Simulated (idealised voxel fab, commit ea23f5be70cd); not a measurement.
process module | voxel gate over fins
cross-section cut | 205 nm wide | cells 5 nm
A cross-section is a grid of square cells, given in bands from the top down. A band is one or more rows of cells.
Each band's line starts with the height of the band's top and of its bottom, in nm. Then come its materials from left to right, each with its width in nm. One material with "throughout" fills the band from edge to edge. "air" is empty space.
Height 0 is the level under which the wafer as received is all one material. The lowest band goes on downwards, as in "0 down".
A width such as "30 to 40" changes by the same amount from each row of cells to the next, from the band's top row to its bottom row.
"no change" after a step means that no cell of the cross-section changed.
closed voids: empty space of 8 cells or more with no open way to the top, each as width x height at its distance from the left edge, in nm
after a step's settings: what the simulator itself notes on the step
overlay nm, on a step with a mask: how far to the right of its planned place the mask lay; to the left if negative
plan
1 op RECEIVE | material Si
2 op CONFORMAL_DEP | material SiN | thk nm 5
3 op DIRECTIONAL_DEP | material aC | thk nm 15
4 op PATTERN | tone cover | mask id FINS | material resist | width nm 15 | pitch nm 45 | thk nm 30 | overlay nm 0
5 op DIRECTIONAL_ETCH | etch materials aC | depth nm 15
6 op STRIP | etch materials resist
7 op DIRECTIONAL_ETCH | etch materials SiN | depth nm 5
8 op DIRECTIONAL_ETCH | etch materials Si | depth nm 40
9 op STRIP | etch materials aC
10 op FILL_DEP | material SiO2 | thk nm 5
11 op CMP | height nm 5
12 op SELECTIVE_ETCH | etch materials SiO2 | depth nm 20
13 op STRIP | etch materials SiN
14 op CONFORMAL_DEP | material HfO2 | thk nm 5
15 op CONFORMAL_DEP | material TiN | thk nm 5
16 op FILL_DEP | material W | thk nm 15
17 op CMP | height nm 20
18 op CONFORMAL_DEP | material SiCN | thk nm 10
as received, after step 1
  0 down: Si throughout
  closed voids: none
a wafer at the end: this start, this plan, one mistake
  30 to 20: SiCN throughout
  20 to 10: W throughout
  10 to 5: W 15 | TiN 35 | W 10 | TiN 35 | W 10 | TiN 35 | W 10 | TiN 35 | W 20
  5 to 0: W 15 | TiN 5 | HfO2 25 | TiN 5 | W 10 | TiN 5 | HfO2 25 | TiN 5 | W 10 | TiN 5 | HfO2 25 | TiN 5 | W 10 | TiN 5 | HfO2 25 | TiN 5 | W 20
  0 to -25: W 15 | TiN 5 | HfO2 5 | Si 15 | HfO2 5 | TiN 5 | W 10 | TiN 5 | HfO2 5 | Si 15 | HfO2 5 | TiN 5 | W 10 | TiN 5 | HfO2 5 | Si 15 | HfO2 5 | TiN 5 | W 10 | TiN 5 | HfO2 5 | Si 15 | HfO2 5 | TiN 5 | W 20
  -25 to -30: TiN 20 | HfO2 5 | Si 15 | HfO2 5 | TiN 20 | HfO2 5 | Si 15 | HfO2 5 | TiN 20 | HfO2 5 | Si 15 | HfO2 5 | TiN 20 | HfO2 5 | Si 15 | HfO2 5 | TiN 25
  -30 to -35: HfO2 25 | Si 15 | HfO2 30 | Si 15 | HfO2 30 | Si 15 | HfO2 30 | Si 15 | HfO2 30
  -35 to -40: SiO2 25 | Si 15 | SiO2 30 | Si 15 | SiO2 30 | Si 15 | SiO2 30 | Si 15 | SiO2 30
  -40 down: Si throughout
  closed voids: none
what went wrong: step 12 was run twice
